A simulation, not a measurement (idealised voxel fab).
This section sets out a process module, namely voxel plated lines.
It is cross-section cut that appears here, measuring 270 nm in width, its square cells being 5 nm in size.
A cross-section is written here as square cells arranged in a grid, and it is given in bands from the top down, each band taking up one or more rows of cells.
What a band's entry tells you: where the top is and where the bottom is, as heights in nm, and after that what lies inside, material by material from left to right, each with its width in nm. Empty space is written as the word "blank", and a single material marked with the word "everywhere" occupies the band from edge to edge.
We count height from 0. Below that, the starting wafer is all one material. The lowest band never ends at the bottom but goes on down; see "0 down" for how that is written.
Quick explanation for "30..40": the width changes in equal steps down the rows of cells, from the first number in the band's top row to the second number in its bottom row.
"everything unchanged" (step): cross-section cells unchanged, all of them.
Heads up: "closed voids" only lists the empty pockets with no open path to the top that are 8 cells or more, and it writes them as width x height at distance, distance from the left edge, in nm.
It should be noted that, on the line of a given step, the content following the step's settings is a remark produced by the simulator itself with respect to that step.
When a step includes a mask, the "overlay nm" setting on its line states how far to the right of its planned place that mask lay, and negative values state how far to the left.
Listed below are the process steps as planned:
1 RECEIVE | material Si
2 CONFORMAL_DEP | material Al2O3 | thk nm 15
3 DIRECTIONAL_DEP | material TiN | thk nm 5
4 PATTERN | tone open | mask id LINES | material resist | width nm 15 | pitch nm 35 | thk nm 30 | overlay nm 0
5 EPI | material Ru | thk nm 10
6 EPI | material Ru | thk nm 5
7 STRIP | etch materials resist
8 DIRECTIONAL_ETCH | etch materials TiN | depth nm 5
9 CONFORMAL_DEP | material SiO2 | thk nm 5
The first of two wafers, run as planned:
Incoming wafer in cross-section (state: after step 1):
	0 down: Si everywhere
	closed voids: none
Wafer xsec, post step 2:
	15 to 0: Al2O3 everywhere
	Below 0, the layers are the same as they were.
Wafer xsec, post step 3:
	20 to 15: TiN everywhere
	Below 15, the layers are the same as they were.
Wafer xsec, post step 4:
	50 to 20: resist 110, blank 15, resist 20, blank 15, resist 110
	Below 20, the layers are the same as they were.
Wafer xsec, post step 5:
	50 to 30: resist 110, blank 15, resist 20, blank 15, resist 110
	30 to 20: resist 110, Ru 15, resist 20, Ru 15, resist 110
	Below 20, the layers are the same as they were.
Wafer xsec, post step 6:
	50 to 35: resist 110, blank 15, resist 20, blank 15, resist 110
	35 to 20: resist 110, Ru 15, resist 20, Ru 15, resist 110
	Below 20, the layers are the same as they were.
Wafer xsec, post step 7:
	35 to 20: blank 110, Ru 15, blank 20, Ru 15, blank 110
	Below 20, the layers are the same as they were.
Wafer xsec, post step 8:
	35 to 20: blank 110, Ru 15, blank 20, Ru 15, blank 110
	20 to 15: blank 110, TiN 15, blank 20, TiN 15, blank 110
	Below 15, the layers are the same as they were.
Wafer xsec, post step 9:
	40 to 35: blank 105, SiO2 25, blank 10, SiO2 25, blank 105
	35 to 20: blank 105, SiO2 5, Ru 15, SiO2 5, blank 10, SiO2 5, Ru 15, SiO2 5, blank 105
	20 to 15: SiO2 110, TiN 15, SiO2 20, TiN 15, SiO2 110
	Below 15, the layers are the same as they were.
Regarding the second of the two wafers: it shared the first wafer's starting condition and process plan, yet one error occurred during its execution. Its history coincides with that of the first wafer up to and including step 1:
Cross-sectional representation of the second wafer at the time designated in the plan for the completion of step 2:
	10 to 0: Al2O3 everywhere
	Below 0, the layers are the same as they were.
Cross-sectional representation of the second wafer at the time designated in the plan for the completion of step 3:
	15 to 10: TiN everywhere
	Below 10, the layers are the same as they were.
Cross-sectional representation of the second wafer at the time designated in the plan for the completion of step 4:
	45 to 15: resist 110, blank 15, resist 20, blank 15, resist 110
	Below 15, the layers are the same as they were.
Cross-sectional representation of the second wafer at the time designated in the plan for the completion of step 5:
	45 to 25: resist 110, blank 15, resist 20, blank 15, resist 110
	25 to 15: resist 110, Ru 15, resist 20, Ru 15, resist 110
	Below 15, the layers are the same as they were.
Cross-sectional representation of the second wafer at the time designated in the plan for the completion of step 6:
	45 to 30: resist 110, blank 15, resist 20, blank 15, resist 110
	30 to 15: resist 110, Ru 15, resist 20, Ru 15, resist 110
	Below 15, the layers are the same as they were.
Cross-sectional representation of the second wafer at the time designated in the plan for the completion of step 7:
	30 to 15: blank 110, Ru 15, blank 20, Ru 15, blank 110
	Below 15, the layers are the same as they were.
Cross-sectional representation of the second wafer at the time designated in the plan for the completion of step 8:
	30 to 15: blank 110, Ru 15, blank 20, Ru 15, blank 110
	15 to 10: blank 110, TiN 15, blank 20, TiN 15, blank 110
	Below 10, the layers are the same as they were.
Cross-sectional representation of the second wafer at the time designated in the plan for the completion of step 9:
	35 to 30: blank 105, SiO2 25, blank 10, SiO2 25, blank 105
	30 to 15: blank 105, SiO2 5, Ru 15, SiO2 5, blank 10, SiO2 5, Ru 15, SiO2 5, blank 105
	15 to 10: SiO2 110, TiN 15, SiO2 20, TiN 15, SiO2 110
	Below 10, the layers are the same as they were.
It is concluded that the wafer was processed incorrectly with respect to the plan, in that step 2 off recipe, ran as CONFORMAL_DEP | material Al2O3 | thk nm 10
Per the end-of-run cell counts, the second wafer holds more or fewer of some materials than the first: Al2O3: 54 fewer
